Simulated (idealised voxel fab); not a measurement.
Process module heading - voxel capacitor over wiring
Displayed cross-section: cut, width of 240 nm, square cells sized 5 nm.
Cross-section spec: square-cell grid; bands listed top down; each band is one or more rows. It is stipulated that each band's entry specify, in nanometres, the height of the top of the band and then that of its bottom, followed by the materials of the band in left-to-right sequence, each together with its width in nanometres. A single material marked by the word "all across" is understood to fill the band from edge to edge; the word "blank" is understood to denote empty space. Measure heights from 0. That's the level where, below it, the as-received wafer is all one material. The lowest band is bottomless and extends downward; write it as in "0 -> down". Read "30->40" as a graded width: first number on top, second number at the bottom, same change between each pair of neighbouring rows. "no change" -> step changed no cross-section cell. If an empty space has no open way to the top and is at least 8 cells in size, "Trapped void list" lists it, written width x height at distance, where distance is measured from the left edge and every value is in nm. Text after the settings on a step's line: the simulator's own remark on that step. overlay nm: right-of-plan distance of the mask on a masked step; negative values mean left-of-plan. From here on the document is pairs. In a pair, the cross-section before one process step comes with the cross-section after it, and the latter goes no deeper than the lowest band that changed. What lies in between, the step and its settings, is written under the pair. A pair may be from a different run of this module on the same starting wafer than the pair above it, so it continues from that pair only where its entry headed "Ex-ante state" says so.

Ex-ante state
> 100 -> 85 | 85 nm blank / 45 nm aC / 110 nm blank
> 85 -> 75 | TiN all across
> 75 -> 70 | SiN all across
> 70 -> 65 | TiN all across
> 65 -> 45 | 80 nm SiO2 / 15 nm Ru / 145 nm SiO2
> 45 -> 40 | 80 nm SiCN / 15 nm Ru / 145 nm SiCN
> 40 -> 35 | 60 nm SiCN / 40 nm Ru / 40 nm SiCN / 40 nm Ru / 60 nm SiCN
> 35 -> 15 | 65 nm lowk / 5 nm TiN / 20 nm Cu / 5 nm TiN / 50 nm lowk / 5 nm TiN / 20 nm Cu / 5 nm TiN / 65 nm lowk
> 15 -> 10 | 65 nm SiCN / 30 nm TiN / 50 nm SiCN / 30 nm TiN / 65 nm SiCN
> 10 -> 0 | SiO2 all across
> 0 -> down | Si all across
> Trapped void list: none

Post-Step Snapshot
> 100 -> 85 | 85 nm blank / 45 nm aC / 110 nm blank
> 85 -> 75 | 85 nm blank / 45 nm TiN / 110 nm blank
> Heights below 75 show no change.
> Trapped void list: none
The before and after cross-sections above are linked by DIRECTIONAL_ETCH [etch materials TiN] [depth nm 10]

Ex-ante state: starting point is the after cross-section of the pair just above.

Post-Step Snapshot
> 100 -> 85 | 85 nm blank / 45 nm aC / 110 nm blank
> 85 -> 75 | 85 nm blank / 45 nm TiN / 110 nm blank
> 75 -> 70 | 85 nm blank / 45 nm SiN / 110 nm blank
> Heights below 70 show no change.
> Trapped void list: none
The before and after cross-sections above are linked by DIRECTIONAL_ETCH [etch materials SiN] [depth nm 5]

Ex-ante state: starting point is the after cross-section of the pair just above.

Post-Step Snapshot
> 85 -> 75 | 85 nm blank / 45 nm TiN / 110 nm blank
> Heights below 75 show no change.
> Trapped void list: none
The before and after cross-sections above are linked by STRIP [etch materials aC]

Ex-ante state: starting point is the after cross-section of the pair just above.

Post-Step Snapshot
> 85 -> 75 | 85 nm blank / 45 nm TiN / 110 nm blank
> 75 -> 70 | 85 nm blank / 45 nm SiN / 110 nm blank
> 70 -> 65 | 75 nm blank / 65 nm TiN / 100 nm blank
> Heights below 65 show no change.
> Trapped void list: none
The before and after cross-sections above are linked by MASKED_ETCH [tone cover] [mask id LOWER_PLATE] [width nm 65] [etch materials TiN] [depth nm 5] [overlay nm 0]

Ex-ante state: starting point is the after cross-section of the pair just above.

Post-Step Snapshot
> 100 -> 85 | SiO2 all across
> 85 -> 75 | 85 nm SiO2 / 45 nm TiN / 110 nm SiO2
> 75 -> 70 | 85 nm SiO2 / 45 nm SiN / 110 nm SiO2
> 70 -> 65 | 75 nm SiO2 / 65 nm TiN / 100 nm SiO2
> Heights below 65 show no change.
> Trapped void list: none
The before and after cross-sections above are linked by FILL_DEP [material SiO2] [thk nm 15]

Ex-ante state: starting point is the after cross-section of the pair just above.

Post-Step Snapshot
> 95 -> 85 | SiO2 all across
> Heights below 85 show no change.
> Trapped void list: none
The before and after cross-sections above are linked by CMP [height nm 95]

Ex-ante state: starting point is the after cross-section of the pair just above.

Post-Step Snapshot
> 95 -> 85 | 90 nm SiO2 / 15 nm blank / 135 nm SiO2
> Heights below 85 show no change.
> Trapped void list: none
The before and after cross-sections above are linked by MASKED_ETCH [tone open] [mask id PLUG_2] [width nm 15] [etch materials SiO2] [depth nm 10] [overlay nm 0]

Ex-ante state: starting point is the after cross-section of the pair just above.

Post-Step Snapshot
> 100 -> 95 | 95 nm TiN / 5 nm blank / 140 nm TiN
> 95 -> 90 | 90 nm SiO2 / 5 nm TiN / 5 nm blank / 5 nm TiN / 135 nm SiO2
> 90 -> 85 | 90 nm SiO2 / 15 nm TiN / 135 nm SiO2
> Heights below 85 show no change.
> Trapped void list: none
The before and after cross-sections above are linked by CONFORMAL_DEP [material TiN] [thk nm 5]

Ex-ante state: starting point is the after cross-section of the pair just above.

Post-Step Snapshot
> 105 -> 100 | Ru all across
> 100 -> 95 | 95 nm TiN / 5 nm Ru / 140 nm TiN
> 95 -> 90 | 90 nm SiO2 / 5 nm TiN / 5 nm Ru / 5 nm TiN / 135 nm SiO2
> Heights below 90 show no change.
> Trapped void list: none
The before and after cross-sections above are linked by FILL_DEP [material Ru] [thk nm 5]

Ex-ante state: starting point is the after cross-section of the pair just above.

Post-Step Snapshot
> 95 -> 90 | 90 nm SiO2 / 5 nm TiN / 5 nm Ru / 5 nm TiN / 135 nm SiO2
> Heights below 90 show no change.
> Trapped void list: none
The before and after cross-sections above are linked by CMP [height nm 95]

Ex-ante state: starting point is the after cross-section of the pair just above.

Post-Step Snapshot
> 100 -> 95 | SiN all across
> Heights below 95 show no change.
> Trapped void list: none
The before and after cross-sections above are linked by CONFORMAL_DEP [material SiN] [thk nm 5]

Ex-ante state
> 45 -> 35 | aC all across
> 35 -> 15 | lowk all across
> 15 -> 10 | SiCN all across
> 10 -> 0 | SiO2 all across
> 0 -> down | Si all across
> Trapped void list: none

Post-Step Snapshot
> 75 -> 45 | 60 nm resist / 30 nm blank / 50 nm resist / 30 nm blank / 70 nm resist
> Heights below 45 show no change.
> Trapped void list: none
The before and after cross-sections above are linked by PATTERN [tone open] [mask id METAL_1] [material resist] [width nm 30] [pitch nm 80] [thk nm 30] [overlay nm -5]

Ex-ante state: starting point is the after cross-section of the pair just above.

Post-Step Snapshot
> 65 -> 45 | 60 nm resist / 30 nm blank / 50 nm resist / 30 nm blank / 70 nm resist
> 45 -> 35 | 60 nm aC / 30 nm blank / 50 nm aC / 30 nm blank / 70 nm aC
> Heights below 35 show no change.
> Trapped void list: none
The before and after cross-sections above are linked by DIRECTIONAL_ETCH [etch materials aC] [depth nm 10]

Ex-ante state: starting point is the after cross-section of the pair just above.

Post-Step Snapshot
> 45 -> 35 | 60 nm aC / 30 nm blank / 50 nm aC / 30 nm blank / 70 nm aC
> Heights below 35 show no change.
> Trapped void list: none
The before and after cross-sections above are linked by STRIP [etch materials resist]

Ex-ante state: starting point is the after cross-section of the pair just above.

Post-Step Snapshot
> 45 -> 35 | 60 nm aC / 30 nm blank / 50 nm aC / 30 nm blank / 70 nm aC
> 35 -> 15 | 60 nm lowk / 30 nm blank / 50 nm lowk / 30 nm blank / 70 nm lowk
> Heights below 15 show no change.
> Trapped void list: none
The before and after cross-sections above are linked by DIRECTIONAL_ETCH [etch materials lowk] [depth nm 20]

Ex-ante state: starting point is the after cross-section of the pair just above.

Post-Step Snapshot
> 45 -> 35 | 60 nm aC / 30 nm blank / 50 nm aC / 30 nm blank / 70 nm aC
> 35 -> 15 | 60 nm lowk / 30 nm blank / 50 nm lowk / 30 nm blank / 70 nm lowk
> 15 -> 10 | 60 nm SiCN / 30 nm blank / 50 nm SiCN / 30 nm blank / 70 nm SiCN
> Heights below 10 show no change.
> Trapped void list: none
The before and after cross-sections above are linked by DIRECTIONAL_ETCH [etch materials SiCN] [depth nm 5]

Ex-ante state: starting point is the after cross-section of the pair just above.

Post-Step Snapshot
> 35 -> 15 | 60 nm lowk / 30 nm blank / 50 nm lowk / 30 nm blank / 70 nm lowk
> Heights below 15 show no change.
> Trapped void list: none
The before and after cross-sections above are linked by STRIP [etch materials aC]

Ex-ante state: starting point is the after cross-section of the pair just above.

Post-Step Snapshot
> 40 -> 35 | 65 nm TiN / 20 nm blank / 60 nm TiN / 20 nm blank / 75 nm TiN
> 35 -> 15 | 60 nm lowk / 5 nm TiN / 20 nm blank / 5 nm TiN / 50 nm lowk / 5 nm TiN / 20 nm blank / 5 nm TiN / 70 nm lowk
> 15 -> 10 | 60 nm SiCN / 30 nm TiN / 50 nm SiCN / 30 nm TiN / 70 nm SiCN
> Heights below 10 show no change.
> Trapped void list: none
The before and after cross-sections above are linked by CONFORMAL_DEP [material TiN] [thk nm 5]

Ex-ante state: starting point is the after cross-section of the pair just above.

Post-Step Snapshot
> 45 -> 40 | Cu all across
> 40 -> 35 | 65 nm TiN / 20 nm Cu / 60 nm TiN / 20 nm Cu / 75 nm TiN
> 35 -> 15 | 60 nm lowk / 5 nm TiN / 20 nm Cu / 5 nm TiN / 50 nm lowk / 5 nm TiN / 20 nm Cu / 5 nm TiN / 70 nm lowk
> Heights below 15 show no change.
> Trapped void list: none
The before and after cross-sections above are linked by FILL_DEP [material Cu] [thk nm 5]

Ex-ante state: starting point is the after cross-section of the pair just above.

Post-Step Snapshot
> 35 -> 15 | 60 nm lowk / 5 nm TiN / 20 nm Cu / 5 nm TiN / 50 nm lowk / 5 nm TiN / 20 nm Cu / 5 nm TiN / 70 nm lowk
> Heights below 15 show no change.
> Trapped void list: none
The before and after cross-sections above are linked by CMP [height nm 35]

Ex-ante state: starting point is the after cross-section of the pair just above.

Post-Step Snapshot
> 40 -> 35 | 55 nm blank / 40 nm Ru / 40 nm blank / 40 nm Ru / 65 nm blank
> Heights below 35 show no change.
> Trapped void list: none
The before and after cross-sections above are linked by EPI [material Ru] [thk nm 5]

Ex-ante state: starting point is the after cross-section of the pair just above.

Post-Step Snapshot
> 45 -> 40 | SiCN all across
> 40 -> 35 | 55 nm SiCN / 40 nm Ru / 40 nm SiCN / 40 nm Ru / 65 nm SiCN
> Heights below 35 show no change.
> Trapped void list: none
The before and after cross-sections above are linked by FILL_DEP [material SiCN] [thk nm 5]

Ex-ante state: starting point is the after cross-section of the pair just above.

Post-Step Snapshot
> 65 -> 45 | SiO2 all across
> Heights below 45 show no change.
> Trapped void list: none
The before and after cross-sections above are linked by DIRECTIONAL_DEP [material SiO2] [thk nm 20]

Ex-ante state: starting point is the after cross-section of the pair just above.

Post-Step Snapshot
> 80 -> 65 | aC all across
> Heights below 65 show no change.
> Trapped void list: none
The before and after cross-sections above are linked by DIRECTIONAL_DEP [material aC] [thk nm 15]

Ex-ante state: starting point is the after cross-section of the pair just above.

Post-Step Snapshot
> 115 -> 80 | 80 nm resist / 15 nm blank / 145 nm resist
> Heights below 80 show no change.
> Trapped void list: none
The before and after cross-sections above are linked by PATTERN [tone open] [mask id PLUG_1] [material resist] [width nm 15] [thk nm 35] [overlay nm 0]

Ex-ante state: starting point is the after cross-section of the pair just above.

Post-Step Snapshot
> 100 -> 80 | 80 nm resist / 15 nm blank / 145 nm resist
> 80 -> 65 | 80 nm aC / 15 nm blank / 145 nm aC
> Heights below 65 show no change.
> Trapped void list: none
The before and after cross-sections above are linked by DIRECTIONAL_ETCH [etch materials aC] [depth nm 15]

Ex-ante state: starting point is the after cross-section of the pair just above.

Post-Step Snapshot
> 80 -> 65 | 80 nm aC / 15 nm blank / 145 nm aC
> Heights below 65 show no change.
> Trapped void list: none
The before and after cross-sections above are linked by STRIP [etch materials resist]

Ex-ante state: starting point is the after cross-section of the pair just above.

Post-Step Snapshot
> 80 -> 65 | 80 nm aC / 15 nm blank / 145 nm aC
> 65 -> 45 | 80 nm SiO2 / 15 nm blank / 145 nm SiO2
> Heights below 45 show no change.
> Trapped void list: none
The before and after cross-sections above are linked by DIRECTIONAL_ETCH [etch materials SiO2] [depth nm 20]

Ex-ante state: starting point is the after cross-section of the pair just above.

Post-Step Snapshot
> 80 -> 65 | 80 nm aC / 15 nm blank / 145 nm aC
> 65 -> 45 | 80 nm SiO2 / 15 nm blank / 145 nm SiO2
> 45 -> 40 | 80 nm SiCN / 15 nm blank / 145 nm SiCN
> Heights below 40 show no change.
> Trapped void list: none
The before and after cross-sections above are linked by DIRECTIONAL_ETCH [etch materials SiCN] [depth nm 5]

Ex-ante state: starting point is the after cross-section of the pair just above.

Post-Step Snapshot
> 65 -> 45 | 80 nm SiO2 / 15 nm blank / 145 nm SiO2
> Heights below 45 show no change.
> Trapped void list: none
The before and after cross-sections above are linked by STRIP [etch materials aC]

Ex-ante state: starting point is the after cross-section of the pair just above.

Post-Step Snapshot
> 65 -> 50 | 80 nm SiO2 / 15 nm blank / 145 nm SiO2
> 50 -> 45 | 80 nm SiO2 / 15 nm Ru / 145 nm SiO2
> 45 -> 40 | 80 nm SiCN / 15 nm Ru / 145 nm SiCN
> Heights below 40 show no change.
> Trapped void list: none
The before and after cross-sections above are linked by EPI [material Ru] [thk nm 10]

Ex-ante state: starting point is the after cross-section of the pair just above.

Post-Step Snapshot
> 65 -> 60 | 80 nm SiO2 / 15 nm blank / 145 nm SiO2
> 60 -> 45 | 80 nm SiO2 / 15 nm Ru / 145 nm SiO2
> Heights below 45 show no change.
> Trapped void list: none
The before and after cross-sections above are linked by EPI [material Ru] [thk nm 10]

Ex-ante state: starting point is the after cross-section of the pair just above.

Post-Step Snapshot
> 65 -> 45 | 80 nm SiO2 / 15 nm Ru / 145 nm SiO2
> Heights below 45 show no change.
> Trapped void list: none
The before and after cross-sections above are linked by EPI [material Ru] [thk nm 5]

Ex-ante state: starting point is the after cross-section of the pair just above.

Post-Step Snapshot
> 70 -> 65 | TiN all across
> Heights below 65 show no change.
> Trapped void list: none
The before and after cross-sections above are linked by DIRECTIONAL_DEP [material TiN] [thk nm 5]

Ex-ante state: starting point is the after cross-section of the pair just above.

Post-Step Snapshot
> 75 -> 70 | SiN all across
> Heights below 70 show no change.
> Trapped void list: none
The before and after cross-sections above are linked by DIRECTIONAL_DEP [material SiN] [thk nm 5]

Ex-ante state: starting point is the after cross-section of the pair just above.

Post-Step Snapshot
> 85 -> 75 | TiN all across
> Heights below 75 show no change.
> Trapped void list: none
The before and after cross-sections above are linked by DIRECTIONAL_DEP [material TiN] [thk nm 10]

Ex-ante state: starting point is the after cross-section of the pair just above.

Post-Step Snapshot
> 100 -> 85 | aC all across
> Heights below 85 show no change.
> Trapped void list: none
The before and after cross-sections above are linked by DIRECTIONAL_DEP [material aC] [thk nm 15]

Ex-ante state: starting point is the after cross-section of the pair just above.

Post-Step Snapshot
> 135 -> 100 | 80 nm blank / 55 nm resist / 105 nm blank
> Heights below 100 show no change.
> Trapped void list: none
The before and after cross-sections above are linked by PATTERN [tone cover] [mask id UPPER_PLATE] [material resist] [width nm 55] [thk nm 35] [overlay nm 0]

Ex-ante state: starting point is the after cross-section of the pair just above.

Post-Step Snapshot
> 120 -> 100 | 80 nm blank / 55 nm resist / 105 nm blank
> 100 -> 85 | 80 nm blank / 55 nm aC / 105 nm blank
> Heights below 85 show no change.
> Trapped void list: none
The before and after cross-sections above are linked by DIRECTIONAL_ETCH [etch materials aC] [depth nm 15]

Ex-ante state: starting point is the after cross-section of the pair just above.

Post-Step Snapshot
> 100 -> 85 | 80 nm blank / 55 nm aC / 105 nm blank
> Heights below 85 show no change.
> Trapped void list: none
The before and after cross-sections above are linked by STRIP [etch materials resist]

Ex-ante state: starting point is the after cross-section of the pair just above.

Post-Step Snapshot
> 100 -> 85 | 80 nm blank / 55 nm aC / 105 nm blank
> 85 -> 75 | 80 nm blank / 55 nm TiN / 105 nm blank
> Heights below 75 show no change.
> Trapped void list: none
The before and after cross-sections above are linked by DIRECTIONAL_ETCH [etch materials TiN] [depth nm 10]

Ex-ante state: starting point is the after cross-section of the pair just above.

Post-Step Snapshot
> 100 -> 85 | 80 nm blank / 55 nm aC / 105 nm blank
> 85 -> 75 | 80 nm blank / 55 nm TiN / 105 nm blank
> 75 -> 70 | 80 nm blank / 55 nm SiN / 105 nm blank
> Heights below 70 show no change.
> Trapped void list: none
The before and after cross-sections above are linked by DIRECTIONAL_ETCH [etch materials SiN] [depth nm 5]

Ex-ante state: starting point is the after cross-section of the pair just above.

Post-Step Snapshot
> 85 -> 75 | 80 nm blank / 55 nm TiN / 105 nm blank
> Heights below 75 show no change.
> Trapped void list: none
The before and after cross-sections above are linked by STRIP [etch materials aC]

Ex-ante state: starting point is the after cross-section of the pair just above.

Post-Step Snapshot
> 85 -> 75 | 80 nm blank / 55 nm TiN / 105 nm blank
> 75 -> 70 | 80 nm blank / 55 nm SiN / 105 nm blank
> 70 -> 65 | 75 nm blank / 65 nm TiN / 100 nm blank
> Heights below 65 show no change.
> Trapped void list: none
The before and after cross-sections above are linked by MASKED_ETCH [tone cover] [mask id LOWER_PLATE] [width nm 65] [etch materials TiN] [depth nm 5] [overlay nm 0]

Ex-ante state: starting point is the after cross-section of the pair just above.

Post-Step Snapshot
> 100 -> 85 | SiO2 all across
> 85 -> 75 | 80 nm SiO2 / 55 nm TiN / 105 nm SiO2
> 75 -> 70 | 80 nm SiO2 / 55 nm SiN / 105 nm SiO2
> 70 -> 65 | 75 nm SiO2 / 65 nm TiN / 100 nm SiO2
> Heights below 65 show no change.
> Trapped void list: none
The before and after cross-sections above are linked by FILL_DEP [material SiO2] [thk nm 15]

Ex-ante state: starting point is the after cross-section of the pair just above.

Post-Step Snapshot
> 95 -> 85 | SiO2 all across
> Heights below 85 show no change.
> Trapped void list: none
The before and after cross-sections above are linked by CMP [height nm 95]

Ex-ante state: starting point is the after cross-section of the pair just above.

Post-Step Snapshot
> 95 -> 85 | 90 nm SiO2 / 15 nm blank / 135 nm SiO2
> Heights below 85 show no change.
> Trapped void list: none
The before and after cross-sections above are linked by MASKED_ETCH [tone open] [mask id PLUG_2] [width nm 15] [etch materials SiO2] [depth nm 10] [overlay nm 0]

Ex-ante state: starting point is the after cross-section of the pair just above.

Post-Step Snapshot
> 100 -> 95 | 95 nm TiN / 5 nm blank / 140 nm TiN
> 95 -> 90 | 90 nm SiO2 / 5 nm TiN / 5 nm blank / 5 nm TiN / 135 nm SiO2
> 90 -> 85 | 90 nm SiO2 / 15 nm TiN / 135 nm SiO2
> Heights below 85 show no change.
> Trapped void list: none
The before and after cross-sections above are linked by CONFORMAL_DEP [material TiN] [thk nm 5]

Ex-ante state: starting point is the after cross-section of the pair just above.

Post-Step Snapshot
> 105 -> 100 | Ru all across
> 100 -> 95 | 95 nm TiN / 5 nm Ru / 140 nm TiN
> 95 -> 90 | 90 nm SiO2 / 5 nm TiN / 5 nm Ru / 5 nm TiN / 135 nm SiO2
> Heights below 90 show no change.
> Trapped void list: none
The before and after cross-sections above are linked by FILL_DEP [material Ru] [thk nm 5]

Ex-ante state: starting point is the after cross-section of the pair just above.

Post-Step Snapshot
> 95 -> 90 | 90 nm SiO2 / 5 nm TiN / 5 nm Ru / 5 nm TiN / 135 nm SiO2
> Heights below 90 show no change.
> Trapped void list: none
The before and after cross-sections above are linked by CMP [height nm 95]

Ex-ante state: starting point is the after cross-section of the pair just above.

Post-Step Snapshot
> 100 -> 95 | SiN all across
> Heights below 95 show no change.
> Trapped void list: none
The before and after cross-sections above are linked by CONFORMAL_DEP [material SiN] [thk nm 5]

Ex-ante state
> 0 -> down | Si all across
> Trapped void list: none

Post-Step Snapshot
> 10 -> 0 | lowk all across
> Heights below 0 show no change.
> Trapped void list: none
The before and after cross-sections above are linked by CONFORMAL_DEP [material lowk] [thk nm 10]

Ex-ante state: starting point is the after cross-section of the pair just above.

Post-Step Snapshot
> 15 -> 10 | SiCN all across
> Heights below 10 show no change.
> Trapped void list: none
The before and after cross-sections above are linked by CONFORMAL_DEP [material SiCN] [thk nm 5]

Ex-ante state: starting point is the after cross-section of the pair just above.

Post-Step Snapshot
> 35 -> 15 | lowk all across
> Heights below 15 show no change.
> Trapped void list: none
The before and after cross-sections above are linked by DIRECTIONAL_DEP [material lowk] [thk nm 20]

Ex-ante state: starting point is the after cross-section of the pair just above.

Post-Step Snapshot
> 45 -> 35 | aC all across
> Heights below 35 show no change.
> Trapped void list: none
The before and after cross-sections above are linked by DIRECTIONAL_DEP [material aC] [thk nm 10]

Ex-ante state: starting point is the after cross-section of the pair just above.

Post-Step Snapshot
> 75 -> 45 | 65 nm resist / 30 nm blank / 50 nm resist / 30 nm blank / 65 nm resist
> Heights below 45 show no change.
> Trapped void list: none
The before and after cross-sections above are linked by PATTERN [tone open] [mask id METAL_1] [material resist] [width nm 30] [pitch nm 80] [thk nm 30] [overlay nm 0]

Ex-ante state: starting point is the after cross-section of the pair just above.

Post-Step Snapshot
> 65 -> 45 | 65 nm resist / 30 nm blank / 50 nm resist / 30 nm blank / 65 nm resist
> 45 -> 35 | 65 nm aC / 30 nm blank / 50 nm aC / 30 nm blank / 65 nm aC
> Heights below 35 show no change.
> Trapped void list: none
The before and after cross-sections above are linked by DIRECTIONAL_ETCH [etch materials aC] [depth nm 10]

Ex-ante state: starting point is the after cross-section of the pair just above.

Post-Step Snapshot
> 45 -> 35 | 65 nm aC / 30 nm blank / 50 nm aC / 30 nm blank / 65 nm aC
> Heights below 35 show no change.
> Trapped void list: none
The before and after cross-sections above are linked by STRIP [etch materials resist]

Ex-ante state: starting point is the after cross-section of the pair just above.

Post-Step Snapshot
> 45 -> 35 | 65 nm aC / 30 nm blank / 50 nm aC / 30 nm blank / 65 nm aC
> 35 -> 15 | 65 nm lowk / 30 nm blank / 50 nm lowk / 30 nm blank / 65 nm lowk
> Heights below 15 show no change.
> Trapped void list: none
The before and after cross-sections above are linked by DIRECTIONAL_ETCH [etch materials lowk] [depth nm 20]

Ex-ante state: starting point is the after cross-section of the pair just above.

Post-Step Snapshot
> 45 -> 35 | 65 nm aC / 30 nm blank / 50 nm aC / 30 nm blank / 65 nm aC
> 35 -> 15 | 65 nm lowk / 30 nm blank / 50 nm lowk / 30 nm blank / 65 nm lowk
> 15 -> 10 | 65 nm SiCN / 30 nm blank / 50 nm SiCN / 30 nm blank / 65 nm SiCN
> Heights below 10 show no change.
> Trapped void list: none
The before and after cross-sections above are linked by DIRECTIONAL_ETCH [etch materials SiCN] [depth nm 5]

Ex-ante state: starting point is the after cross-section of the pair just above.

Post-Step Snapshot
> 35 -> 15 | 65 nm lowk / 30 nm blank / 50 nm lowk / 30 nm blank / 65 nm lowk
> Heights below 15 show no change.
> Trapped void list: none
The before and after cross-sections above are linked by STRIP [etch materials aC]

Ex-ante state: starting point is the after cross-section of the pair just above.

Post-Step Snapshot
> 40 -> 35 | 70 nm TiN / 20 nm blank / 60 nm TiN / 20 nm blank / 70 nm TiN
> 35 -> 15 | 65 nm lowk / 5 nm TiN / 20 nm blank / 5 nm TiN / 50 nm lowk / 5 nm TiN / 20 nm blank / 5 nm TiN / 65 nm lowk
> 15 -> 10 | 65 nm SiCN / 30 nm TiN / 50 nm SiCN / 30 nm TiN / 65 nm SiCN
> Heights below 10 show no change.
> Trapped void list: none
The before and after cross-sections above are linked by CONFORMAL_DEP [material TiN] [thk nm 5]

Ex-ante state: starting point is the after cross-section of the pair just above.

Post-Step Snapshot
> 45 -> 40 | Cu all across
> 40 -> 35 | 70 nm TiN / 20 nm Cu / 60 nm TiN / 20 nm Cu / 70 nm TiN
> 35 -> 15 | 65 nm lowk / 5 nm TiN / 20 nm Cu / 5 nm TiN / 50 nm lowk / 5 nm TiN / 20 nm Cu / 5 nm TiN / 65 nm lowk
> Heights below 15 show no change.
> Trapped void list: none
The before and after cross-sections above are linked by FILL_DEP [material Cu] [thk nm 5]

Ex-ante state: starting point is the after cross-section of the pair just above.

Post-Step Snapshot
> 35 -> 15 | 65 nm lowk / 5 nm TiN / 20 nm Cu / 5 nm TiN / 50 nm lowk / 5 nm TiN / 20 nm Cu / 5 nm TiN / 65 nm lowk
> Heights below 15 show no change.
> Trapped void list: none
The before and after cross-sections above are linked by CMP [height nm 35]

Ex-ante state: starting point is the after cross-section of the pair just above.

Post-Step Snapshot
> 40 -> 35 | 60 nm blank / 40 nm Ru / 40 nm blank / 40 nm Ru / 60 nm blank
> Heights below 35 show no change.
> Trapped void list: none
The before and after cross-sections above are linked by EPI [material Ru] [thk nm 5]

Ex-ante state: starting point is the after cross-section of the pair just above.

Post-Step Snapshot
> 45 -> 40 | SiCN all across
> 40 -> 35 | 60 nm SiCN / 40 nm Ru / 40 nm SiCN / 40 nm Ru / 60 nm SiCN
> Heights below 35 show no change.
> Trapped void list: none
The before and after cross-sections above are linked by FILL_DEP [material SiCN] [thk nm 5]

Ex-ante state: starting point is the after cross-section of the pair just above.

Post-Step Snapshot
> 65 -> 45 | SiO2 all across
> Heights below 45 show no change.
> Trapped void list: none
The before and after cross-sections above are linked by DIRECTIONAL_DEP [material SiO2] [thk nm 20]

Ex-ante state: starting point is the after cross-section of the pair just above.

Post-Step Snapshot
> 80 -> 65 | aC all across
> Heights below 65 show no change.
> Trapped void list: none
The before and after cross-sections above are linked by DIRECTIONAL_DEP [material aC] [thk nm 15]

Ex-ante state: starting point is the after cross-section of the pair just above.

Post-Step Snapshot
> 115 -> 80 | 80 nm resist / 15 nm blank / 145 nm resist
> Heights below 80 show no change.
> Trapped void list: none
The before and after cross-sections above are linked by PATTERN [tone open] [mask id PLUG_1] [material resist] [width nm 15] [thk nm 35] [overlay nm 0]

Ex-ante state: starting point is the after cross-section of the pair just above.

Post-Step Snapshot
> 100 -> 80 | 80 nm resist / 15 nm blank / 145 nm resist
> 80 -> 65 | 80 nm aC / 15 nm blank / 145 nm aC
> Heights below 65 show no change.
> Trapped void list: none
The before and after cross-sections above are linked by DIRECTIONAL_ETCH [etch materials aC] [depth nm 15]

Ex-ante state: starting point is the after cross-section of the pair just above.

Post-Step Snapshot
> 80 -> 65 | 80 nm aC / 15 nm blank / 145 nm aC
> Heights below 65 show no change.
> Trapped void list: none
The before and after cross-sections above are linked by STRIP [etch materials resist]

Ex-ante state: starting point is the after cross-section of the pair just above.

Post-Step Snapshot
> 80 -> 65 | 80 nm aC / 15 nm blank / 145 nm aC
> 65 -> 45 | 80 nm SiO2 / 15 nm blank / 145 nm SiO2
> Heights below 45 show no change.
> Trapped void list: none
The before and after cross-sections above are linked by DIRECTIONAL_ETCH [etch materials SiO2] [depth nm 20]

Ex-ante state: starting point is the after cross-section of the pair just above.

Post-Step Snapshot
> 80 -> 65 | 80 nm aC / 15 nm blank / 145 nm aC
> 65 -> 45 | 80 nm SiO2 / 15 nm blank / 145 nm SiO2
> 45 -> 40 | 80 nm SiCN / 15 nm blank / 145 nm SiCN
> Heights below 40 show no change.
> Trapped void list: none
The before and after cross-sections above are linked by DIRECTIONAL_ETCH [etch materials SiCN] [depth nm 5]

Ex-ante state: starting point is the after cross-section of the pair just above.

Post-Step Snapshot
> 65 -> 45 | 80 nm SiO2 / 15 nm blank / 145 nm SiO2
> Heights below 45 show no change.
> Trapped void list: none
The before and after cross-sections above are linked by STRIP [etch materials aC]

Ex-ante state: starting point is the after cross-section of the pair just above.

Post-Step Snapshot
> 65 -> 50 | 80 nm SiO2 / 15 nm blank / 145 nm SiO2
> 50 -> 45 | 80 nm SiO2 / 15 nm Ru / 145 nm SiO2
> 45 -> 40 | 80 nm SiCN / 15 nm Ru / 145 nm SiCN
> Heights below 40 show no change.
> Trapped void list: none
The before and after cross-sections above are linked by EPI [material Ru] [thk nm 10]

Ex-ante state: starting point is the after cross-section of the pair just above.

Post-Step Snapshot
> 65 -> 60 | 80 nm SiO2 / 15 nm blank / 145 nm SiO2
> 60 -> 45 | 80 nm SiO2 / 15 nm Ru / 145 nm SiO2
> Heights below 45 show no change.
> Trapped void list: none
The before and after cross-sections above are linked by EPI [material Ru] [thk nm 10]

Ex-ante state: starting point is the after cross-section of the pair just above.

Post-Step Snapshot
> 65 -> 45 | 80 nm SiO2 / 15 nm Ru / 145 nm SiO2
> Heights below 45 show no change.
> Trapped void list: none
The before and after cross-sections above are linked by EPI [material Ru] [thk nm 5]

Ex-ante state: starting point is the after cross-section of the pair just above.

Post-Step Snapshot
> 70 -> 65 | TiN all across
> Heights below 65 show no change.
> Trapped void list: none
The before and after cross-sections above are linked by DIRECTIONAL_DEP [material TiN] [thk nm 5]

Ex-ante state: starting point is the after cross-section of the pair just above.

Post-Step Snapshot
> 75 -> 70 | SiN all across
> Heights below 70 show no change.
> Trapped void list: none
The before and after cross-sections above are linked by DIRECTIONAL_DEP [material SiN] [thk nm 5]

Ex-ante state: starting point is the after cross-section of the pair just above.

Post-Step Snapshot
> 85 -> 75 | TiN all across
> Heights below 75 show no change.
> Trapped void list: none
The before and after cross-sections above are linked by DIRECTIONAL_DEP [material TiN] [thk nm 10]

Ex-ante state: starting point is the after cross-section of the pair just above.

Post-Step Snapshot
> 100 -> 85 | aC all across
> Heights below 85 show no change.
> Trapped void list: none
The before and after cross-sections above are linked by DIRECTIONAL_DEP [material aC] [thk nm 15]

Ex-ante state: starting point is the after cross-section of the pair just above.

Post-Step Snapshot
> 135 -> 100 | 80 nm blank / 55 nm resist / 105 nm blank
> Heights below 100 show no change.
> Trapped void list: none
The before and after cross-sections above are linked by PATTERN [tone cover] [mask id UPPER_PLATE] [material resist] [width nm 55] [thk nm 35] [overlay nm 0]

Ex-ante state: starting point is the after cross-section of the pair just above.

Post-Step Snapshot
> 120 -> 100 | 80 nm blank / 55 nm resist / 105 nm blank
> 100 -> 85 | 80 nm blank / 55 nm aC / 105 nm blank
> Heights below 85 show no change.
> Trapped void list: none
The before and after cross-sections above are linked by DIRECTIONAL_ETCH [etch materials aC] [depth nm 15]

Ex-ante state: starting point is the after cross-section of the pair just above.

Post-Step Snapshot
> 100 -> 85 | 80 nm blank / 55 nm aC / 105 nm blank
> Heights below 85 show no change.
> Trapped void list: none
The before and after cross-sections above are linked by STRIP [etch materials resist]
